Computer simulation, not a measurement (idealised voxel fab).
Presented below is a process module, voxel gate over fins.
Cross-section cut: width 275 nm, square cells of 5 nm.
When this document writes out a cross-section, it uses a grid of square cells and lists it as bands, beginning at the top and moving down, with a band standing for one or more rows of cells.
Heights first: top, then bottom, in nm. Then materials, left to right, each with a width in nm. "throughout" on a single material: fills the band edge to edge. "empty": empty space.
It should be noted that heights are counted from 0, beneath which the wafer as supplied is of one material throughout, and that the lowest band possesses no lower boundary but continues downward, as written in "0 and below".
A width given as "30->40" starts at the first number in the band's top row and ends at the second number in its bottom row, shifting by an equal amount at every step from row to row.
"identical to before" means the step left every cell of the cross-section as it was.
"Enclosed void list" means: voids of 8 cells or more that are shut off from the top with no open way through. Written width x height at distance, distance from the left edge, in nm.
Whatever follows a step's settings on its line is a remark the simulator itself makes about that step.
If you see "overlay nm" on a step's line and that step has a mask, it's telling you how far right of where it was planned the mask ended up; a negative number means it went left instead.
## The process steps that were planned are listed below
1) RECEIVE with material Si
2) CONFORMAL_DEP with material SiN, thk nm 10
3) PATTERN with tone cover, mask id FINS, material resist, width nm 15, pitch nm 60, thk nm 15, overlay nm 0
4) DIRECTIONAL_ETCH with etch materials SiN, depth nm 10
5) DIRECTIONAL_ETCH with etch materials Si, depth nm 30
6) STRIP with etch materials resist
7) OXIDIZE with depth nm 5
8) FILL_DEP with material SiO2, thk nm 5
9) CMP with height nm 10
10) MASKED_ETCH with tone open, mask id RAIL, width nm 15, etch materials SiO2, depth nm 35, overlay nm 0
11) CONFORMAL_DEP with material TiN, thk nm 5
12) FILL_DEP with material W, thk nm 5
13) CMP with height nm 10
14) SELECTIVE_ETCH with etch materials W Ru TiN, depth nm 30
15) FILL_DEP with material SiO2, thk nm 5
16) CMP with height nm 10
17) SELECTIVE_ETCH with etch materials SiO2, depth nm 25
18) STRIP with etch materials SiN
19) CONFORMAL_DEP with material HfO2, thk nm 5
20) CONFORMAL_DEP with material TiN, thk nm 5
21) CONFORMAL_DEP with material TiAl, thk nm 5
22) CONFORMAL_DEP with material TiN, thk nm 5
23) FILL_DEP with material W, thk nm 15
24) CMP with height nm 30
25) CONFORMAL_DEP with material SiCN, thk nm 5
## As-received wafer cross-section (after step 1)
  0 and below  Si throughout
  Enclosed void list: none
## First of two wafers: cross-section at end of module, run per plan
  35 down to 30  SiCN throughout
  30 down to 20  W throughout
  20 down to 15  W: 55, then TiN: 45, then W: 15, then TiN: 45, then W: 15, then TiN: 45, then W: 55
  15 down to 10  W: 55, then TiN: 5, then TiAl: 35, then TiN: 5, then W: 15, then TiN: 5, then TiAl: 35, then TiN: 5, then W: 15, then TiN: 5, then TiAl: 35, then TiN: 5, then W: 55
  10 down to 5  W: 55, then TiN: 5, then TiAl: 5, then TiN: 25, then TiAl: 5, then TiN: 5, then W: 15, then TiN: 5, then TiAl: 5, then TiN: 25, then TiAl: 5, then TiN: 5, then W: 15, then TiN: 5, then TiAl: 5, then TiN: 25, then TiAl: 5, then TiN: 5, then W: 55
  5 down to 0  TiN: 60, then TiAl: 5, then TiN: 5, then HfO2: 15, then TiN: 5, then TiAl: 5, then TiN: 25, then TiAl: 5, then TiN: 5, then HfO2: 15, then TiN: 5, then TiAl: 5, then TiN: 25, then TiAl: 5, then TiN: 5, then HfO2: 15, then TiN: 5, then TiAl: 5, then TiN: 60
  0 down to -5  TiAl: 65, then TiN: 5, then HfO2: 5, then Si: 5, then HfO2: 5, then TiN: 5, then TiAl: 35, then TiN: 5, then HfO2: 5, then Si: 5, then HfO2: 5, then TiN: 5, then TiAl: 35, then TiN: 5, then HfO2: 5, then Si: 5, then HfO2: 5, then TiN: 5, then TiAl: 65
  -5 down to -10  TiN: 70, then HfO2: 5, then Si: 5, then HfO2: 5, then TiN: 45, then HfO2: 5, then Si: 5, then HfO2: 5, then TiN: 45, then HfO2: 5, then Si: 5, then HfO2: 5, then TiN: 70
  -10 down to -15  HfO2: 75, then Si: 5, then HfO2: 55, then Si: 5, then HfO2: 55, then Si: 5, then HfO2: 75
  -15 down to -20  SiO2: 75, then Si: 5, then SiO2: 55, then Si: 5, then SiO2: 55, then Si: 5, then SiO2: 75
  -20 down to -25  SiO2: 75, then Si: 5, then SiO2: 20, then TiN: 15, then SiO2: 20, then Si: 5, then SiO2: 55, then Si: 5, then SiO2: 75
  -25 down to -35  SiO2: 75, then Si: 5, then SiO2: 55, then Si: 5, then SiO2: 55, then Si: 5, then SiO2: 75
  -35 and below  Si throughout
  Enclosed void list: none
## Wafer two cross-section, module end. Start and plan unchanged from wafer one; one mistake made during the run
  35 down to 30  SiCN throughout
  30 down to 20  W throughout
  20 down to 15  W: 55, then TiN: 45, then W: 15, then TiN: 45, then W: 15, then TiN: 45, then W: 55
  15 down to 10  W: 55, then TiN: 5, then TiAl: 35, then TiN: 5, then W: 15, then TiN: 5, then TiAl: 35, then TiN: 5, then W: 15, then TiN: 5, then TiAl: 35, then TiN: 5, then W: 55
  10 down to 5  W: 55, then TiN: 5, then TiAl: 5, then TiN: 25, then TiAl: 5, then TiN: 5, then W: 15, then TiN: 5, then TiAl: 5, then TiN: 25, then TiAl: 5, then TiN: 5, then W: 15, then TiN: 5, then TiAl: 5, then TiN: 25, then TiAl: 5, then TiN: 5, then W: 55
  5 down to 0  TiN: 60, then TiAl: 5, then TiN: 5, then HfO2: 15, then TiN: 5, then TiAl: 5, then TiN: 5, then W: 15, then TiN: 5, then TiAl: 5, then TiN: 5, then HfO2: 15, then TiN: 5, then TiAl: 5, then TiN: 5, then W: 15, then TiN: 5, then TiAl: 5, then TiN: 5, then HfO2: 15, then TiN: 5, then TiAl: 5, then TiN: 60
  0 down to -5  TiAl: 65, then TiN: 5, then HfO2: 5, then Si: 5, then HfO2: 5, then TiN: 5, then TiAl: 5, then TiN: 25, then TiAl: 5, then TiN: 5, then HfO2: 5, then Si: 5, then HfO2: 5, then TiN: 5, then TiAl: 5, then TiN: 5, then W: 15, then TiN: 5, then TiAl: 5, then TiN: 5, then HfO2: 5, then Si: 5, then HfO2: 5, then TiN: 5, then TiAl: 65
  -5 down to -10  TiN: 55, then TiAl: 10, then TiN: 5, then HfO2: 5, then Si: 5, then HfO2: 5, then TiN: 5, then TiAl: 35, then TiN: 5, then HfO2: 5, then Si: 5, then HfO2: 5, then TiN: 5, then TiAl: 5, then TiN: 25, then TiAl: 5, then TiN: 5, then HfO2: 5, then Si: 5, then HfO2: 5, then TiN: 5, then TiAl: 10, then TiN: 55
  -10 down to -15  HfO2: 50, then TiN: 5, then TiAl: 10, then TiN: 5, then HfO2: 5, then Si: 5, then HfO2: 5, then TiN: 45, then HfO2: 5, then Si: 5, then HfO2: 5, then TiN: 5, then TiAl: 35, then TiN: 5, then HfO2: 5, then Si: 5, then HfO2: 5, then TiN: 5, then TiAl: 10, then TiN: 5, then HfO2: 50
  -15 down to -20  SiO2: 45, then HfO2: 5, then TiN: 20, then HfO2: 5, then Si: 5, then HfO2: 5, then TiN: 10, then HfO2: 25, then TiN: 10, then HfO2: 5, then Si: 5, then HfO2: 5, then TiN: 45, then HfO2: 5, then Si: 5, then HfO2: 5, then TiN: 20, then HfO2: 5, then SiO2: 45
  -20 down to -25  SiO2: 45, then HfO2: 30, then Si: 5, then HfO2: 20, then TiN: 15, then HfO2: 20, then Si: 5, then HfO2: 55, then Si: 5, then HfO2: 30, then SiO2: 45
  -25 down to -35  SiO2: 75, then Si: 5, then SiO2: 55, then Si: 5, then SiO2: 55, then Si: 5, then SiO2: 75
  -35 and below  Si throughout
  Enclosed void list: none
Where did the run depart from the plan? deviation from plan: step 18 and step 17 executed in one another's positions
Cell-count delta at end, second wafer over first, by material: +18 HfO2 | -65 SiO2 | +14 TiAl | +24 TiN | +9 W
